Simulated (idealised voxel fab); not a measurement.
Title: Process Module voxel capacitor over wiring
Section cut is 155 nm wide and gridded with 5 nm square cells.
A cross-section in this document is a grid of square cells, and it is written down as bands, the top band listed before the ones below it; a band is made up of one or more rows of cells. In this notation a band is specified by the heights of its top and bottom, in that order and in nm, after which its materials appear from left to right, each paired with its width in nm. The word "everywhere" attached to a single material means that material fills the band from edge to edge; the word "air" stands for empty space. Counting heights begins at 0, where everything beneath is, in the wafer as received, one material. The lowest band has no bottom; it goes on downwards, as "0 nm and below" shows. Width "30..40": first value at the band's top row of cells, second value at its bottom row, equal change from row to row. "no modification" -> step changed no cross-section cell. "Sealed-off cavities" enumerates empty spaces isolated from the top, with no open way to it, that contain at least 8 cells, giving each as width x height at distance from the left edge, all three in nm. The remark found on a step's line after its settings is issued by the simulator itself and pertains to that step. A step line may carry the setting "overlay nm", which, for steps involving a mask, states the distance by which the mask lay to the right of its intended position; negative values denote displacement to the left.
-- Below is the list of planned process steps
1. RECEIVE: material Si
2. CONFORMAL_DEP: material SiO2, thk nm 10
3. DIRECTIONAL_DEP: material TiN, thk nm 5
4. DIRECTIONAL_DEP: material Ru, thk nm 20
5. DIRECTIONAL_DEP: material aC, thk nm 10
6. PATTERN: tone cover, mask id METAL_1, material resist, width nm 25, pitch nm 95, thk nm 30, overlay nm 0
7. DIRECTIONAL_ETCH: etch materials aC, depth nm 10
8. STRIP: etch materials resist
9. DIRECTIONAL_ETCH: etch materials Ru, depth nm 20
10. DIRECTIONAL_ETCH: etch materials TiN, depth nm 5
11. STRIP: etch materials aC
12. CONFORMAL_DEP: material SiN, thk nm 5
13. FILL_DEP: material lowk, thk nm 5
14. CMP: height nm 35
15. CONFORMAL_DEP: material SiCN, thk nm 5
16. DIRECTIONAL_DEP: material lowk, thk nm 15
17. PATTERN: tone open, mask id PLUG_1, material resist, width nm 15, thk nm 15, overlay nm 0
18. DIRECTIONAL_ETCH: etch materials lowk, depth nm 15
19. DIRECTIONAL_ETCH: etch materials SiCN, depth nm 5
20. STRIP: etch materials resist
21. EPI: material Ru, thk nm 10
22. EPI: material Ru, thk nm 10
23. DIRECTIONAL_DEP: material TiN, thk nm 5
24. DIRECTIONAL_DEP: material Al2O3, thk nm 5
25. DIRECTIONAL_DEP: material TiN, thk nm 10
26. PATTERN: tone cover, mask id UPPER_PLATE, material resist, width nm 75, thk nm 20, overlay nm 0
27. DIRECTIONAL_ETCH: etch materials TiN, depth nm 10
28. DIRECTIONAL_ETCH: etch materials Al2O3, depth nm 5
29. STRIP: etch materials resist
30. PATTERN: tone cover, mask id LOWER_PLATE, material resist, width nm 85, thk nm 20, overlay nm 0
31. DIRECTIONAL_ETCH: etch materials TiN, depth nm 5
32. STRIP: etch materials resist
33. FILL_DEP: material SiO2, thk nm 15
34. CMP: height nm 85
35. DIRECTIONAL_DEP: material aC, thk nm 10
36. PATTERN: tone open, mask id PLUG_2, material resist, width nm 15, thk nm 25, overlay nm 0
37. DIRECTIONAL_ETCH: etch materials aC, depth nm 10
38. STRIP: etch materials resist
39. DIRECTIONAL_ETCH: etch materials SiO2, depth nm 10
40. STRIP: etch materials aC
41. CONFORMAL_DEP: material TiN, thk nm 5
42. FILL_DEP: material Ru, thk nm 10
43. CMP: height nm 85
44. CONFORMAL_DEP: material SiCN, thk nm 5
-- Received-state cross-section, reflecting completion of step 1
	0 nm and below: Si everywhere
	Sealed-off cavities: none
-- Cross-section, end of module. Start: as above. Plan: as above. Execution: one mistake
	90 nm to 85 nm: SiCN everywhere
	85 nm to 80 nm: 35 nm SiO2 / 5 nm TiN / 5 nm Al2O3 / 5 nm TiN / 105 nm SiO2
	80 nm to 75 nm: 35 nm SiO2 / 15 nm TiN / 105 nm SiO2
	75 nm to 65 nm: 25 nm SiO2 / 75 nm TiN / 55 nm SiO2
	65 nm to 60 nm: 25 nm SiO2 / 75 nm Al2O3 / 55 nm SiO2
	60 nm to 55 nm: 20 nm SiO2 / 85 nm TiN / 50 nm SiO2
	55 nm to 40 nm: 25 nm lowk / 15 nm Ru / 115 nm lowk
	40 nm to 35 nm: 25 nm SiCN / 15 nm Ru / 115 nm SiCN
	35 nm to 15 nm: 10 nm lowk / 5 nm SiN / 25 nm Ru / 5 nm SiN / 60 nm lowk / 5 nm SiN / 25 nm Ru / 5 nm SiN / 15 nm lowk
	15 nm to 10 nm: 15 nm SiN / 25 nm TiN / 70 nm SiN / 25 nm TiN / 20 nm SiN
	10 nm to 0 nm: SiO2 everywhere
	0 nm and below: Si everywhere
	Sealed-off cavities: none
Processing error: off-plan run, step 42, actual operation and settings FILL_DEP: material Al2O3, thk nm 10
